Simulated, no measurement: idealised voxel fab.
Proc. module: voxel capacitor over wiring
Xsec cut, 300 nm wide, square cell size 5 nm.
Bands, listed from the top down, are how a cross-section gets written in this document; the cross-section itself is a grid of square cells, and a band is one or more rows of them. The entry gives the band's vertical extent as a top height and a bottom height in nm, then its horizontal make-up as materials from left to right, each with a width in nm. "air" stands for empty space; a single material marked "everywhere" fills the band edge to edge. It should be noted that heights are counted from 0, beneath which the wafer as supplied is of one material throughout, and that the lowest band possesses no lower boundary but continues downward, as written in "top 0, no bottom". It should be noted that a width expressed as "30..40" varies in equal increments from row to row of cells within the band, taking the value of the first number at the top row and that of the second number at the bottom row. Reading "no change" for a step: not a cell of the cross-section changed in it. Enclosed voids (no open way to top), threshold 8 cells or more, entry "Encapsulated voids", notation width x height at distance, distance from left edge, nm. Read whatever lies past the settings on a step's line as the simulator's own remark about the step. "overlay nm", when on a step's line for a step with a mask, measures how far to the right of its planned place the mask lay; a negative measure means to the left.

Steps in the process plan
| 1 | op RECEIVE | material Si |
| 2 | op CONFORMAL_DEP | material SiO2 | thk nm 10 |
| 3 | op DIRECTIONAL_DEP | material TiN | thk nm 5 |
| 4 | op DIRECTIONAL_DEP | material W | thk nm 20 |
| 5 | op DIRECTIONAL_DEP | material aC | thk nm 15 |
| 6 | op PATTERN | tone cover | mask id METAL_1 | material resist | width nm 30 | pitch nm 95 | thk nm 35 | overlay nm 0 |
| 7 | op DIRECTIONAL_ETCH | etch materials aC | depth nm 15 |
| 8 | op STRIP | etch materials resist |
| 9 | op DIRECTIONAL_ETCH | etch materials W | depth nm 20 |
| 10 | op DIRECTIONAL_ETCH | etch materials TiN | depth nm 5 |
| 11 | op STRIP | etch materials aC |
| 12 | op FILL_DEP | material SiO2 | thk nm 5 |
| 13 | op CMP | height nm 35 |
| 14 | op CONFORMAL_DEP | material SiCN | thk nm 5 |
| 15 | op DIRECTIONAL_DEP | material lowk | thk nm 20 |
| 16 | op PATTERN | tone open | mask id PLUG_1 | material resist | width nm 15 | thk nm 20 | overlay nm 0 |
| 17 | op DIRECTIONAL_ETCH | etch materials lowk | depth nm 20 |
| 18 | op DIRECTIONAL_ETCH | etch materials SiCN | depth nm 5 |
| 19 | op STRIP | etch materials resist |
| 20 | op CONFORMAL_DEP | material TiN | thk nm 5 |
| 21 | op FILL_DEP | material Cu | thk nm 5 |
| 22 | op CMP | height nm 60 |
| 23 | op DIRECTIONAL_DEP | material TiN | thk nm 10 |
| 24 | op DIRECTIONAL_DEP | material HfO2 | thk nm 5 |
| 25 | op DIRECTIONAL_DEP | material TiN | thk nm 5 |
| 26 | op PATTERN | tone cover | mask id UPPER_PLATE | material resist | width nm 70 | thk nm 20 | overlay nm 0 |
| 27 | op DIRECTIONAL_ETCH | etch materials TiN | depth nm 5 |
| 28 | op DIRECTIONAL_ETCH | etch materials HfO2 | depth nm 5 |
| 29 | op STRIP | etch materials resist |
| 30 | op DIRECTIONAL_DEP | material aC | thk nm 15 |
| 31 | op PATTERN | tone cover | mask id LOWER_PLATE | material resist | width nm 80 | thk nm 30 | overlay nm 0 |
| 32 | op DIRECTIONAL_ETCH | etch materials aC | depth nm 15 |
| 33 | op STRIP | etch materials resist |
| 34 | op DIRECTIONAL_ETCH | etch materials TiN | depth nm 10 |
| 35 | op STRIP | etch materials aC |
| 36 | op FILL_DEP | material SiO2 | thk nm 15 |
| 37 | op CMP | height nm 90 |
| 38 | op MASKED_ETCH | tone open | mask id PLUG_2 | width nm 15 | etch materials SiO2 | depth nm 10 | overlay nm 0 |
| 39 | op CONFORMAL_DEP | material TiN | thk nm 5 |
| 40 | op FILL_DEP | material Ru | thk nm 10 |
| 41 | op CMP | height nm 90 |
| 42 | op CONFORMAL_DEP | material SiN | thk nm 5 |

Cross-section of the incoming wafer, state after step 1
  top 0, no bottom  Si everywhere
  Encapsulated voids: none

First of two wafers at the end of the module, shown in cross-section; run carried out as planned
  top 95, bottom 90  SiN everywhere
  top 90, bottom 85  SiO2: 110  TiN: 5  Ru: 5  TiN: 5  SiO2: 175
  top 85, bottom 75  SiO2: 110..100  TiN: 15..70  SiO2: 175..130
  top 75, bottom 70  SiO2: 100  HfO2: 70  SiO2: 130
  top 70, bottom 60  SiO2: 95  TiN: 80  SiO2: 125
  top 60, bottom 40  lowk: 100  TiN: 5  Cu: 5  TiN: 5  lowk: 185
  top 40, bottom 35  SiCN: 100  TiN: 15  SiCN: 185
  top 35, bottom 15  SiO2: 85  W: 30  SiO2: 65  W: 30  SiO2: 90
  top 15, bottom 10  SiO2: 85  TiN: 30  SiO2: 65  TiN: 30  SiO2: 90
  top 10, bottom 0  SiO2 everywhere
  top 0, no bottom  Si everywhere
  Encapsulated voids: none

So this is wafer number two of the two, cut at the end of the module - it started where the first did and had the same plan, we just got one thing wrong running it
  top 95, bottom 90  SiN everywhere
  top 90, bottom 85  SiO2: 110  TiN: 5  Ru: 5  TiN: 5  SiO2: 175
  top 85, bottom 75  SiO2: 110..100  TiN: 15..70  SiO2: 175..130
  top 75, bottom 70  SiO2: 100  HfO2: 70  SiO2: 130
  top 70, bottom 60  SiO2: 95  TiN: 80  SiO2: 125
  top 60, bottom 40  lowk: 100  TiN: 5  Cu: 5  TiN: 5  lowk: 185
  top 40, bottom 35  SiCN: 100  TiN: 15  SiCN: 185
  top 35, bottom 15  SiO2: 85  W: 30  SiO2: 65  W: 30  SiO2: 90
  top 15, bottom 10  SiCN everywhere
  top 10, bottom 0  SiO2 everywhere
  top 0, no bottom  Si everywhere
  Encapsulated voids: none
Plan not followed: step 3 ran differently from the plan; actual operation with settings: op DIRECTIONAL_DEP | material SiCN | thk nm 5
Counted in cells at the end, the second wafer holds more or fewer of these materials than the first: SiCN: 60 more, SiO2: 48 fewer, TiN: 12 fewer
